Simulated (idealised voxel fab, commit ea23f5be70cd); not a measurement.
The process module that follows is named voxel wiring stack.
Displayed cross-section: cut, width of 275 nm, square cells sized 5 nm.
In this document a cross-section is written as a grid of square cells. It is given as a series of bands, listed from the top down, and a band is one or more rows of cells. Top, bottom (nm), then materials left to right with widths (nm); lone material tagged "throughout" fills the whole band edge to edge; "air" = empty space. Height reference: 0 = level under which incoming wafer is all one material. Lowest band: no bottom, runs on downward, e.g. "0 -> down". The two numbers in a width such as "30..40" mark its ends across the band: the first belongs to the top row of cells, the second to the bottom row, and from each row to the next the width moves by the same amount. Given "remained the same" for a step, no cell of the cross-section differs between before and after that step. Enclosed voids (no open way to top), threshold 8 cells or more, entry "Sealed-off cavities", notation width x height at distance, distance from left edge, nm. That trailing text on a step's line, after the settings, is the simulator's own remark on the step. When a step includes a mask, the "overlay nm" setting on its line states how far to the right of its planned place that mask lay, and negative values state how far to the left.

-- These are the steps we planned for the process
step 1: RECEIVE, material Si
step 2: CONFORMAL_DEP, material SiO2, thk nm 15
step 3: CONFORMAL_DEP, material SiCN, thk nm 5
step 4: DIRECTIONAL_DEP, material SiO2, thk nm 20
step 5: DIRECTIONAL_DEP, material aC, thk nm 15
step 6: PATTERN, tone open, mask id METAL_1, material resist, width nm 30, pitch nm 45, thk nm 30, overlay nm 0
step 7: DIRECTIONAL_ETCH, etch materials aC, depth nm 15
step 8: STRIP, etch materials resist
step 9: DIRECTIONAL_ETCH, etch materials SiO2, depth nm 20
step 10: DIRECTIONAL_ETCH, etch materials SiCN, depth nm 5
step 11: STRIP, etch materials aC
step 12: CONFORMAL_DEP, material TiN, thk nm 5
step 13: FILL_DEP, material Cu, thk nm 5
step 14: CMP, height nm 40
step 15: CONFORMAL_DEP, material SiCN, thk nm 5
step 16: DIRECTIONAL_DEP, material lowk, thk nm 30
step 17: PATTERN, tone open, mask id METAL_2, material resist, width nm 30, pitch nm 45, thk nm 15, overlay nm 0
step 18: DIRECTIONAL_ETCH, etch materials lowk, depth nm 15
step 19: STRIP, etch materials resist
step 20: PATTERN, tone open, mask id METAL_2_HOLES, material resist, width nm 15, pitch nm 90, thk nm 20, overlay nm 0
step 21: DIRECTIONAL_ETCH, etch materials lowk, depth nm 15
step 22: DIRECTIONAL_ETCH, etch materials SiCN, depth nm 5
step 23: STRIP, etch materials resist
step 24: CONFORMAL_DEP, material TiN, thk nm 5
step 25: FILL_DEP, material Cu, thk nm 5
step 26: CMP, height nm 75
step 27: CONFORMAL_DEP, material SiCN, thk nm 5
step 28: DIRECTIONAL_DEP, material lowk, thk nm 25
step 29: DIRECTIONAL_DEP, material aC, thk nm 15
step 30: PATTERN, tone open, mask id METAL_3, material resist, width nm 30, pitch nm 45, thk nm 30, overlay nm 0
step 31: DIRECTIONAL_ETCH, etch materials aC, depth nm 15
step 32: STRIP, etch materials resist
step 33: DIRECTIONAL_ETCH, etch materials lowk, depth nm 15
step 34: STRIP, etch materials aC
step 35: DIRECTIONAL_DEP, material aC, thk nm 10
step 36: PATTERN, tone open, mask id METAL_3_HOLES, material resist, width nm 15, pitch nm 90, thk nm 25, overlay nm 0
step 37: DIRECTIONAL_ETCH, etch materials aC, depth nm 10
step 38: STRIP, etch materials resist
step 39: DIRECTIONAL_ETCH, etch materials lowk, depth nm 10
step 40: DIRECTIONAL_ETCH, etch materials SiCN, depth nm 5
step 41: STRIP, etch materials aC
step 42: CONFORMAL_DEP, material TiN, thk nm 5
step 43: FILL_DEP, material Cu, thk nm 5
step 44: CMP, height nm 105
step 45: CONFORMAL_DEP, material SiCN, thk nm 5

-- Received-state cross-section, reflecting completion of step 1
  0 -> down = Si throughout
  Sealed-off cavities: none

-- End-of-module cross-section of the first of two wafers, processed as planned
  110 -> 105 = SiCN throughout
  105 -> 95 = lowk: 75; TiN: 5; Cu: 20; TiN: 5; lowk: 15; TiN: 5; Cu: 20; TiN: 5; lowk: 15; TiN: 5; Cu: 20; TiN: 5; lowk: 80
  95 -> 90 = lowk: 75; TiN: 5; Cu: 5; TiN: 20; lowk: 15; TiN: 30; lowk: 15; TiN: 5; Cu: 5; TiN: 20; lowk: 80
  90 -> 80 = lowk: 75; TiN: 5; Cu: 5; TiN: 5; lowk: 75; TiN: 5; Cu: 5; TiN: 5; lowk: 95
  80 -> 75 = SiCN: 75; TiN: 15; SiCN: 75; TiN: 15; SiCN: 95
  75 -> 65 = lowk: 75; TiN: 5; Cu: 20; TiN: 5; lowk: 15; TiN: 5; Cu: 20; TiN: 5; lowk: 15; TiN: 5; Cu: 20; TiN: 5; lowk: 80
  65 -> 60 = lowk: 75; TiN: 5; Cu: 5; TiN: 20; lowk: 15; TiN: 30; lowk: 15; TiN: 5; Cu: 5; TiN: 20; lowk: 80
  60 -> 45 = lowk: 75; TiN: 5; Cu: 5; TiN: 5; lowk: 75; TiN: 5; Cu: 5; TiN: 5; lowk: 95
  45 -> 40 = SiCN: 75; TiN: 15; SiCN: 75; TiN: 15; SiCN: 95
  40 -> 20 = SiO2: 75; TiN: 5; Cu: 20; TiN: 5; SiO2: 15; TiN: 5; Cu: 20; TiN: 5; SiO2: 15; TiN: 5; Cu: 20; TiN: 5; SiO2: 80
  20 -> 15 = SiCN: 75; TiN: 30; SiCN: 15; TiN: 30; SiCN: 15; TiN: 30; SiCN: 80
  15 -> 0 = SiO2 throughout
  0 -> down = Si throughout
  Sealed-off cavities: none

-- second wafer at the end: like start, like plan, one mistake
  110 -> 105 = SiCN throughout
  105 -> 95 = lowk: 75; TiN: 5; Cu: 20; TiN: 5; lowk: 15; TiN: 5; Cu: 20; TiN: 5; lowk: 15; TiN: 5; Cu: 20; TiN: 5; lowk: 80
  95 -> 90 = lowk: 75; TiN: 5; Cu: 5; TiN: 20; lowk: 15; TiN: 30; lowk: 15; TiN: 5; Cu: 5; TiN: 20; lowk: 80
  90 -> 80 = lowk: 75; TiN: 5; Cu: 5; TiN: 5; lowk: 75; TiN: 5; Cu: 5; TiN: 5; lowk: 95
  80 -> 75 = SiCN: 75; TiN: 15; SiCN: 75; TiN: 15; SiCN: 95
  75 -> 65 = lowk: 75; TiN: 5; Cu: 20; TiN: 5; lowk: 15; TiN: 5; Cu: 20; TiN: 5; lowk: 15; TiN: 5; Cu: 20; TiN: 5; lowk: 80
  65 -> 60 = lowk: 75; TiN: 5; Cu: 5; TiN: 20; lowk: 15; TiN: 30; lowk: 15; TiN: 5; Cu: 5; TiN: 20; lowk: 80
  60 -> 45 = lowk: 75; TiN: 5; Cu: 5; TiN: 5; lowk: 75; TiN: 5; Cu: 5; TiN: 5; lowk: 95
  45 -> 40 = SiCN: 75; TiN: 15; SiCN: 75; TiN: 15; SiCN: 95
  40 -> 25 = SiO2: 75; TiN: 5; Cu: 20; TiN: 5; SiO2: 15; TiN: 5; Cu: 20; TiN: 5; SiO2: 15; TiN: 5; Cu: 20; TiN: 5; SiO2: 80
  25 -> 20 = SiO2: 75; TiN: 30; SiO2: 15; TiN: 30; SiO2: 15; TiN: 30; SiO2: 80
  20 -> 5 = SiO2 throughout
  5 -> 0 = SiCN throughout
  0 -> down = Si throughout
  Sealed-off cavities: none
Want to know what went wrong? steps 2 and 3 traded places in the executed sequence
The second wafer ends with more or fewer cells of some materials than the first, per final count: Cu -12; SiCN +18; TiN -6
